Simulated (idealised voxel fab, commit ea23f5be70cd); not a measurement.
A process module follows: voxel wiring stack.
Section cut is 245 nm wide and gridded with 5 nm square cells.
We lay out every cross-section as a grid of square cells and spell it out in bands from the top down, where one band means one or more rows of cells.
Heads up on the band format: heights come first, top then bottom, in nm. After that it's the materials left to right, each with its width in nm. A single material flagged "all across" fills the whole band edge to edge, and "empty" means there's empty space there.
It should be noted that heights are counted from 0, beneath which the wafer as supplied is of one material throughout, and that the lowest band possesses no lower boundary but continues downward, as written in "0..down".
Graded width ("30..40"): value in top row of band = first number; value in bottom row = second number; row-to-row change constant.
Reading "no alteration" for a step: not a cell of the cross-section changed in it.
Any empty space of 8 cells or more lacking an open way to the top shows up in "Unvented voids" as width x height at distance, distance from the left edge, in nm.
On a step's line, text after the settings is the simulator commenting on that step.
"overlay nm" answers the question of how far to the right of plan the mask lay on a step that has a mask, and when it is negative the answer is to the left.

-- List of planned process steps
step 1: RECEIVE,material Si
step 2: CONFORMAL_DEP,material SiO2,thk nm 15
step 3: CONFORMAL_DEP,material SiN,thk nm 5
step 4: DIRECTIONAL_DEP,material SiO2,thk nm 20
step 5: DIRECTIONAL_DEP,material aC,thk nm 15
step 6: PATTERN,tone open,mask id METAL_1,material resist,width nm 20,pitch nm 45,thk nm 30,overlay nm 0
step 7: DIRECTIONAL_ETCH,etch materials aC,depth nm 15
step 8: STRIP,etch materials resist
step 9: DIRECTIONAL_ETCH,etch materials SiO2,depth nm 20
step 10: DIRECTIONAL_ETCH,etch materials SiN,depth nm 5
step 11: STRIP,etch materials aC
step 12: CONFORMAL_DEP,material TiN,thk nm 5
step 13: FILL_DEP,material W,thk nm 10
step 14: CMP,height nm 40
step 15: EPI,material Ru,thk nm 5
step 16: FILL_DEP,material SiCN,thk nm 5
step 17: DIRECTIONAL_DEP,material lowk,thk nm 30
step 18: PATTERN,tone open,mask id METAL_2,material resist,width nm 20,pitch nm 45,thk nm 15,overlay nm 0
step 19: DIRECTIONAL_ETCH,etch materials lowk,depth nm 15
step 20: STRIP,etch materials resist
step 21: DIRECTIONAL_DEP,material aC,thk nm 10
step 22: PATTERN,tone open,mask id METAL_2_HOLES,material resist,width nm 15,pitch nm 45,thk nm 30,overlay nm 0
step 23: DIRECTIONAL_ETCH,etch materials aC,depth nm 10
step 24: STRIP,etch materials resist
step 25: DIRECTIONAL_ETCH,etch materials lowk,depth nm 15
step 26: DIRECTIONAL_ETCH,etch materials SiCN,depth nm 5
step 27: STRIP,etch materials aC
step 28: CONFORMAL_DEP,material TiN,thk nm 5
step 29: FILL_DEP,material Ru,thk nm 5
step 30: CMP,height nm 80
step 31: CONFORMAL_DEP,material SiCN,thk nm 5
step 32: DIRECTIONAL_DEP,material lowk,thk nm 30
step 33: MASKED_ETCH,tone open,mask id METAL_3_HOLES,width nm 15,pitch nm 45,etch materials lowk,depth nm 30,overlay nm 0
step 34: MASKED_ETCH,tone open,mask id METAL_3,width nm 20,pitch nm 45,etch materials lowk,depth nm 15,overlay nm 0
step 35: MASKED_ETCH,tone open,mask id METAL_3,width nm 20,pitch nm 45,etch materials SiCN,depth nm 5,overlay nm 0
step 36: CONFORMAL_DEP,material TiN,thk nm 5
step 37: FILL_DEP,material Ru,thk nm 10
step 38: CMP,height nm 115
step 39: CONFORMAL_DEP,material SiCN,thk nm 5
step 40: DIRECTIONAL_DEP,material SiO2,thk nm 35
step 41: DIRECTIONAL_DEP,material aC,thk nm 10
step 42: PATTERN,tone open,mask id METAL_4,material resist,width nm 20,pitch nm 45,thk nm 25,overlay nm 0
step 43: DIRECTIONAL_ETCH,etch materials aC,depth nm 10
step 44: STRIP,etch materials resist
step 45: DIRECTIONAL_ETCH,etch materials SiO2,depth nm 20
step 46: STRIP,etch materials aC
step 47: MASKED_ETCH,tone open,mask id METAL_4_HOLES,width nm 15,pitch nm 45,etch materials SiO2,depth nm 15,overlay nm 0
step 48: MASKED_ETCH,tone open,mask id METAL_4_HOLES,width nm 15,pitch nm 45,etch materials SiCN,depth nm 5,overlay nm 0
step 49: CONFORMAL_DEP,material TiN,thk nm 5
step 50: FILL_DEP,material Cu,thk nm 5
step 51: CMP,height nm 155
step 52: CONFORMAL_DEP,material SiN,thk nm 5

-- Step 1 complete: cross-section of the wafer as received
- 0..down  Si all across
- Unvented voids: none

-- End-of-module cross-section. Starting structure and process plan as above; one mistake made in running it
- 160..155  SiN all across
- 155..140  SiO2: 45 / TiN: 5 / Cu: 10 / TiN: 5 / SiO2: 25 / TiN: 5 / Cu: 10 / TiN: 5 / SiO2: 25 / TiN: 5 / Cu: 10 / TiN: 5 / SiO2: 25 / TiN: 5 / Cu: 10 / TiN: 5 / SiO2: 45
- 140..135  SiO2: 45 / TiN: 5 / Cu: 5 / TiN: 10 / SiO2: 25 / TiN: 5 / Cu: 5 / TiN: 10 / SiO2: 25 / TiN: 5 / Cu: 5 / TiN: 10 / SiO2: 25 / TiN: 5 / Cu: 5 / TiN: 10 / SiO2: 45
- 135..120  SiO2: 45 / TiN: 5 / Cu: 5 / TiN: 5 / SiO2: 30 / TiN: 5 / Cu: 5 / TiN: 5 / SiO2: 30 / TiN: 5 / Cu: 5 / TiN: 5 / SiO2: 30 / TiN: 5 / Cu: 5 / TiN: 5 / SiO2: 50
- 120..115  SiCN: 45 / TiN: 15 / SiCN: 30 / TiN: 15 / SiCN: 30 / TiN: 15 / SiCN: 30 / TiN: 15 / SiCN: 50
- 115..105  lowk: 45 / TiN: 5 / Ru: 10 / TiN: 5 / lowk: 25 / TiN: 5 / Ru: 10 / TiN: 5 / lowk: 25 / TiN: 5 / Ru: 10 / TiN: 5 / lowk: 25 / TiN: 5 / Ru: 10 / TiN: 5 / lowk: 45
- 105..100  lowk: 45 / TiN: 5 / Ru: 5 / TiN: 10 / lowk: 25 / TiN: 5 / Ru: 5 / TiN: 10 / lowk: 25 / TiN: 5 / Ru: 5 / TiN: 10 / lowk: 25 / TiN: 5 / Ru: 5 / TiN: 10 / lowk: 45
- 100..85  lowk: 45 / TiN: 5 / Ru: 5 / TiN: 5 / lowk: 30 / TiN: 5 / Ru: 5 / TiN: 5 / lowk: 30 / TiN: 5 / Ru: 5 / TiN: 5 / lowk: 30 / TiN: 5 / Ru: 5 / TiN: 5 / lowk: 50
- 85..80  SiCN: 45 / TiN: 15 / SiCN: 30 / TiN: 15 / SiCN: 30 / TiN: 15 / SiCN: 30 / TiN: 15 / SiCN: 50
- 80..70  lowk: 45 / TiN: 5 / Ru: 10 / TiN: 5 / lowk: 25 / TiN: 5 / Ru: 10 / TiN: 5 / lowk: 25 / TiN: 5 / Ru: 10 / TiN: 5 / lowk: 25 / TiN: 5 / Ru: 10 / TiN: 5 / lowk: 45
- 70..65  lowk: 45 / TiN: 5 / Ru: 5 / TiN: 10 / lowk: 25 / TiN: 5 / Ru: 5 / TiN: 10 / lowk: 25 / TiN: 5 / Ru: 5 / TiN: 10 / lowk: 25 / TiN: 5 / Ru: 5 / TiN: 10 / lowk: 45
- 65..50  lowk: 45 / TiN: 5 / Ru: 5 / TiN: 5 / lowk: 30 / TiN: 5 / Ru: 5 / TiN: 5 / lowk: 30 / TiN: 5 / Ru: 5 / TiN: 5 / lowk: 30 / TiN: 5 / Ru: 5 / TiN: 5 / lowk: 50
- 50..45  SiCN: 45 / TiN: 15 / SiCN: 30 / TiN: 15 / SiCN: 30 / TiN: 15 / SiCN: 30 / TiN: 15 / SiCN: 50
- 45..40  SiCN: 40 / Ru: 30 / SiCN: 15 / Ru: 30 / SiCN: 15 / Ru: 30 / SiCN: 15 / Ru: 30 / SiCN: 40
- 40..20  SiO2: 45 / TiN: 5 / W: 10 / TiN: 5 / SiO2: 25 / TiN: 5 / W: 10 / TiN: 5 / SiO2: 25 / TiN: 5 / W: 10 / TiN: 5 / SiO2: 25 / TiN: 5 / W: 10 / TiN: 5 / SiO2: 45
- 20..15  SiN: 45 / TiN: 20 / SiN: 25 / TiN: 20 / SiN: 25 / TiN: 20 / SiN: 25 / TiN: 20 / SiN: 45
- 15..0  Cu all across
- 0..down  Si all across
- Unvented voids: none
The mistake made against the process plan was this: the process deviated at step 2: the operation and settings actually run there were CONFORMAL_DEP,material Cu,thk nm 15
